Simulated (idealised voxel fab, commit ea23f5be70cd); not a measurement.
Module name: voxel spacer lines (process module)
Cross-section cut: width 245 nm, square cells of 5 nm.
Square cells in a grid make up a cross-section in this document, and the grid is given as bands, listed from the top down, each one or more rows of cells. Per band: top height and bottom height in nm, followed by the left-to-right materials and their widths in nm; "everywhere" marks a single material spanning edge to edge, "empty" marks empty space. Height is counted from the level 0, under which the received wafer is composed throughout of one material. The lowest of the bands is not closed at the bottom but continues downward, in the notation "0 -> down". Graded width ("30 to 40"): value in top row of band = first number; value in bottom row = second number; row-to-row change constant. Take "nothing changed" at face value: in the step it is given for, the cross-section changed in none of its cells. Empty spaces without an open route to the top, at least 8 cells in extent, make up the entry "Closed void roster"; each is given as width x height at distance, where the distance is measured from the left edge, and all are in nm. Text after the settings on a step's line: the simulator's own remark on that step. If you see "overlay nm" on a step's line and that step has a mask, it's telling you how far right of where it was planned the mask ended up; a negative number means it went left instead.
### The following list gives the planned process steps
1 RECEIVE, material Si
2 CONFORMAL_DEP, material Al2O3, thk nm 10
3 DIRECTIONAL_DEP, material TiN, thk nm 10
4 DIRECTIONAL_DEP, material aC, thk nm 20
5 PATTERN, tone cover, mask id MANDREL, material resist, width nm 20, pitch nm 70, thk nm 30, overlay nm -15
6 DIRECTIONAL_ETCH, etch materials aC, depth nm 20
7 STRIP, etch materials resist
8 CONFORMAL_DEP, material SiO2, thk nm 15
9 DIRECTIONAL_ETCH, etch materials SiO2, depth nm 15
10 STRIP, etch materials aC
11 DIRECTIONAL_ETCH, etch materials TiN, depth nm 10
12 STRIP, etch materials SiO2
The overlay nm used in step 5 is not the same on every wafer, whereas the starting condition is; the value printed in the plan is the first wafer's.
### Cross-section of the first incoming wafer of several, state after step 1
	0 -> down | Si everywhere
	Closed void roster: none
### Depicted here is the first of several wafers in cross-section, at module completion following the last step, step 12
	20 -> 10 | 10 of empty, 15 of TiN, 20 of empty, 15 of TiN, 20 of empty, 15 of TiN, 20 of empty, 15 of TiN, 20 of empty, 15 of TiN, 20 of empty, 15 of TiN, 45 of empty
	10 -> 0 | Al2O3 everywhere
	0 -> down | Si everywhere
	Closed void roster: none
### Cross-section at module completion, last wafer
	20 -> 10 | 40 of empty, 15 of TiN, 20 of empty, 15 of TiN, 20 of empty, 15 of TiN, 20 of empty, 15 of TiN, 20 of empty, 15 of TiN, 20 of empty, 15 of TiN, 15 of empty
	10 -> 0 | Al2O3 everywhere
	0 -> down | Si everywhere
	Closed void roster: none
### Tabulated below, wafer by wafer, are the end-of-module results: for each material, the number of cells gained (+) or lost (-) relative to the as-received state, followed by the closed voids
overlay nm -15 | +98 Al2O3 | +36 TiN | Closed void roster: none
overlay nm -10 | +98 Al2O3 | +36 TiN | Closed void roster: none
overlay nm -5 | +98 Al2O3 | +36 TiN | Closed void roster: none
overlay nm 0 | +98 Al2O3 | +36 TiN | Closed void roster: none
overlay nm 5 | +98 Al2O3 | +36 TiN | Closed void roster: none
overlay nm 10 | +98 Al2O3 | +36 TiN | Closed void roster: none
overlay nm 15 | +98 Al2O3 | +36 TiN | Closed void roster: none
